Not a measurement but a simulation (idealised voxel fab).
The name of this process module is voxel wiring stack.
Cross-sectional view cut (width: 215 nm; square cell size: 5 nm).
Cross-section = grid of square cells, listed top down in bands; band = one or more rows. Each band's line starts with the height of the band's top and of its bottom, in nm. Then come its materials from left to right, each with its width in nm. One material with "throughout" fills the band from edge to edge. "air" is empty space. Basically, 0 is our baseline, since under it the wafer straight out of the box is all one material. The bottom band has no lower end and keeps on going down, so it looks like "0 -> down". Read "30..40" as a graded width: first number on top, second number at the bottom, same change between each pair of neighbouring rows. No cell of the cross-section changed in a step that is given as "no change occurred". Under "Enclosed empty spaces" you'll find the enclosed gaps, the ones with no way out to the top, that are 8 cells or bigger; each reads width x height at distance, with distance counted from the left edge, everything in nm. If you see something after the settings on a step's line, that's the simulator's own remark about that step. For masked steps, "overlay nm" on the step line gives how far right of plan the mask actually lay; a minus sign means it lay to the left.

# Set out below are the planned steps of the process
1. RECEIVE with material Si
2. CONFORMAL_DEP with material SiO2, thk nm 10
3. CONFORMAL_DEP with material SiN, thk nm 5
4. DIRECTIONAL_DEP with material SiO2, thk nm 20
5. PATTERN with tone open, mask id METAL_1, material resist, width nm 30, pitch nm 50, thk nm 15, overlay nm 0
6. DIRECTIONAL_ETCH with etch materials SiO2, depth nm 20
7. DIRECTIONAL_ETCH with etch materials SiN, depth nm 5
8. STRIP with etch materials resist
9. CONFORMAL_DEP with material TiN, thk nm 5
10. FILL_DEP with material W, thk nm 5
11. CMP with height nm 35
12. CONFORMAL_DEP with material SiCN, thk nm 5
13. DIRECTIONAL_DEP with material SiO2, thk nm 10
14. DIRECTIONAL_DEP with material aC, thk nm 15
15. PATTERN with tone open, mask id PLUG_1, material resist, width nm 15, pitch nm 100, thk nm 35, overlay nm 0
16. DIRECTIONAL_ETCH with etch materials aC, depth nm 15
17. STRIP with etch materials resist
18. DIRECTIONAL_ETCH with etch materials SiO2, depth nm 10
19. DIRECTIONAL_ETCH with etch materials SiCN, depth nm 5
20. STRIP with etch materials aC
21. EPI with material Ru, thk nm 10
22. EPI with material Ru, thk nm 5
23. DIRECTIONAL_DEP with material TiN, thk nm 5
24. DIRECTIONAL_DEP with material Ru, thk nm 25
25. PATTERN with tone cover, mask id METAL_2, material resist, width nm 30, pitch nm 50, thk nm 15, overlay nm 0
26. DIRECTIONAL_ETCH with etch materials Ru, depth nm 25
27. DIRECTIONAL_ETCH with etch materials TiN, depth nm 5
28. STRIP with etch materials resist
29. CONFORMAL_DEP with material SiN, thk nm 5
30. FILL_DEP with material SiO2, thk nm 5
31. CMP with height nm 80
32. CONFORMAL_DEP with material SiCN, thk nm 5
33. DIRECTIONAL_DEP with material lowk, thk nm 25
34. DIRECTIONAL_DEP with material aC, thk nm 10
35. PATTERN with tone open, mask id METAL_3_HOLES, material resist, width nm 15, pitch nm 50, thk nm 30, overlay nm 0
36. DIRECTIONAL_ETCH with etch materials aC, depth nm 10
37. STRIP with etch materials resist
38. DIRECTIONAL_ETCH with etch materials lowk, depth nm 25
39. STRIP with etch materials aC
40. DIRECTIONAL_DEP with material aC, thk nm 15
41. PATTERN with tone open, mask id METAL_3, material resist, width nm 30, pitch nm 50, thk nm 35, overlay nm 0
42. DIRECTIONAL_ETCH with etch materials aC, depth nm 15
43. STRIP with etch materials resist
44. DIRECTIONAL_ETCH with etch materials lowk, depth nm 15
45. DIRECTIONAL_ETCH with etch materials SiCN, depth nm 5
46. STRIP with etch materials aC
47. CONFORMAL_DEP with material TiN, thk nm 5
48. FILL_DEP with material Cu, thk nm 10
49. CMP with height nm 110
50. CONFORMAL_DEP with material SiCN, thk nm 5
51. DIRECTIONAL_DEP with material lowk, thk nm 15
52. PATTERN with tone open, mask id PLUG_3, material resist, width nm 15, pitch nm 50, thk nm 20, overlay nm 0
53. DIRECTIONAL_ETCH with etch materials lowk, depth nm 15
54. DIRECTIONAL_ETCH with etch materials SiCN, depth nm 5
55. STRIP with etch materials resist
56. CONFORMAL_DEP with material TiN, thk nm 5
57. FILL_DEP with material Ru, thk nm 5
58. CMP with height nm 130
59. CONFORMAL_DEP with material SiCN, thk nm 5
60. DIRECTIONAL_DEP with material SiO2, thk nm 25
61. MASKED_ETCH with tone open, mask id METAL_4, width nm 30, pitch nm 50, etch materials SiO2, depth nm 25, overlay nm 0
62. MASKED_ETCH with tone open, mask id METAL_4, width nm 30, pitch nm 50, etch materials SiCN, depth nm 5, overlay nm 0
63. CONFORMAL_DEP with material TiN, thk nm 5
64. FILL_DEP with material Cu, thk nm 10
65. CMP with height nm 160
66. EPI with material Ru, thk nm 5
67. FILL_DEP with material SiCN, thk nm 5

# Wafer at receipt (post step 1), cross-section
  0 -> down = Si throughout
  Enclosed empty spaces: none

# Cross-section, first of two wafers, end of module, run as planned
  170 -> 165 = SiCN throughout
  165 -> 160 = SiCN=35 / Ru=40 / SiCN=10 / Ru=40 / SiCN=10 / Ru=40 / SiCN=40
  160 -> 135 = SiO2=40 / TiN=5 / Cu=20 / TiN=5 / SiO2=20 / TiN=5 / Cu=20 / TiN=5 / SiO2=20 / TiN=5 / Cu=20 / TiN=5 / SiO2=45
  135 -> 130 = SiCN=40 / TiN=30 / SiCN=20 / TiN=30 / SiCN=20 / TiN=30 / SiCN=45
  130 -> 115 = lowk=40 / TiN=5 / Ru=5 / TiN=5 / lowk=35 / TiN=5 / Ru=5 / TiN=5 / lowk=35 / TiN=5 / Ru=5 / TiN=5 / lowk=60
  115 -> 110 = SiCN=40 / TiN=15 / SiCN=35 / TiN=15 / SiCN=35 / TiN=15 / SiCN=60
  110 -> 100 = lowk=40 / TiN=5 / Cu=20 / TiN=5 / lowk=20 / TiN=5 / Cu=20 / TiN=5 / lowk=20 / TiN=5 / Cu=20 / TiN=5 / lowk=45
  100 -> 95 = lowk=40 / TiN=5 / Cu=5 / TiN=20 / lowk=20 / TiN=5 / Cu=5 / TiN=20 / lowk=20 / TiN=5 / Cu=5 / TiN=20 / lowk=45
  95 -> 85 = lowk=40 / TiN=5 / Cu=5 / TiN=5 / lowk=35 / TiN=5 / Cu=5 / TiN=5 / lowk=35 / TiN=5 / Cu=5 / TiN=5 / lowk=60
  85 -> 80 = SiCN=40 / TiN=15 / SiCN=35 / TiN=15 / SiCN=35 / TiN=15 / SiCN=60
  80 -> 55 = SiO2=35 / SiN=5 / Ru=30 / SiN=5 / SiO2=10 / SiN=5 / Ru=30 / SiN=5 / SiO2=10 / SiN=5 / Ru=30 / SiN=5 / SiO2=40
  55 -> 50 = SiN=40 / TiN=30 / SiN=20 / TiN=30 / SiN=20 / TiN=30 / SiN=45
  50 -> 40 = SiO2=40 / Ru=15 / SiO2=85 / Ru=15 / SiO2=60
  40 -> 35 = SiCN=40 / Ru=15 / SiCN=85 / Ru=15 / SiCN=60
  35 -> 15 = SiO2=40 / TiN=5 / W=20 / TiN=5 / SiO2=20 / TiN=5 / W=20 / TiN=5 / SiO2=20 / TiN=5 / W=20 / TiN=5 / SiO2=45
  15 -> 10 = SiN=40 / TiN=30 / SiN=20 / TiN=30 / SiN=20 / TiN=30 / SiN=45
  10 -> 0 = SiO2 throughout
  0 -> down = Si throughout
  Enclosed empty spaces: none

# Cross-sectional view: second of two wafers, end of module; start and plan identical to the first, one mistake in running
  170 -> 165 = SiCN throughout
  165 -> 160 = SiCN=35 / Ru=40 / SiCN=10 / Ru=40 / SiCN=10 / Ru=40 / SiCN=40
  160 -> 135 = SiO2=40 / TiN=5 / Cu=20 / TiN=5 / SiO2=20 / TiN=5 / Cu=20 / TiN=5 / SiO2=20 / TiN=5 / Cu=20 / TiN=5 / SiO2=45
  135 -> 130 = SiCN=40 / TiN=30 / SiCN=20 / TiN=30 / SiCN=20 / TiN=30 / SiCN=45
  130 -> 115 = lowk=40 / TiN=5 / Ru=5 / TiN=5 / lowk=35 / TiN=5 / Ru=5 / TiN=5 / lowk=35 / TiN=5 / Ru=5 / TiN=5 / lowk=60
  115 -> 110 = SiCN=40 / TiN=15 / SiCN=35 / TiN=15 / SiCN=35 / TiN=15 / SiCN=60
  110 -> 100 = lowk=40 / TiN=5 / Cu=20 / TiN=5 / lowk=20 / TiN=5 / Cu=20 / TiN=5 / lowk=20 / TiN=5 / Cu=20 / TiN=5 / lowk=45
  100 -> 95 = lowk=40 / TiN=5 / Cu=5 / TiN=20 / lowk=20 / TiN=5 / Cu=5 / TiN=20 / lowk=20 / TiN=5 / Cu=5 / TiN=20 / lowk=45
  95 -> 85 = lowk=40 / TiN=5 / Cu=5 / TiN=5 / lowk=35 / TiN=5 / Cu=5 / TiN=5 / lowk=35 / TiN=5 / Cu=5 / TiN=5 / lowk=60
  85 -> 80 = SiCN=40 / TiN=15 / SiCN=35 / TiN=15 / SiCN=35 / TiN=15 / SiCN=60
  80 -> 55 = SiO2=40 / SiN=5 / Ru=20 / SiN=5 / SiO2=20 / SiN=5 / Ru=20 / SiN=5 / SiO2=20 / SiN=5 / Ru=20 / SiN=5 / SiO2=45
  55 -> 50 = SiN=45 / TiN=20 / SiN=30 / TiN=20 / SiN=30 / TiN=20 / SiN=50
  50 -> 40 = SiO2=40 / Ru=15 / SiO2=85 / Ru=15 / SiO2=60
  40 -> 35 = SiCN=40 / Ru=15 / SiCN=85 / Ru=15 / SiCN=60
  35 -> 15 = SiO2=40 / TiN=5 / W=20 / TiN=5 / SiO2=20 / TiN=5 / W=20 / TiN=5 / SiO2=20 / TiN=5 / W=20 / TiN=5 / SiO2=45
  15 -> 10 = SiN=40 / TiN=30 / SiN=20 / TiN=30 / SiN=20 / TiN=30 / SiN=45
  10 -> 0 = SiO2 throughout
  0 -> down = Si throughout
  Enclosed empty spaces: none
Short version of what went wrong: planned and actual differ for step 25; actual: PATTERN with tone cover, mask id METAL_2, material resist, width nm 20, pitch nm 50, thk nm 15, overlay nm 0
The final cell counts differ between the wafers, with the second having more or fewer of some materials than the first: Ru -30 | SiN +6 | SiO2 +30 | TiN -6
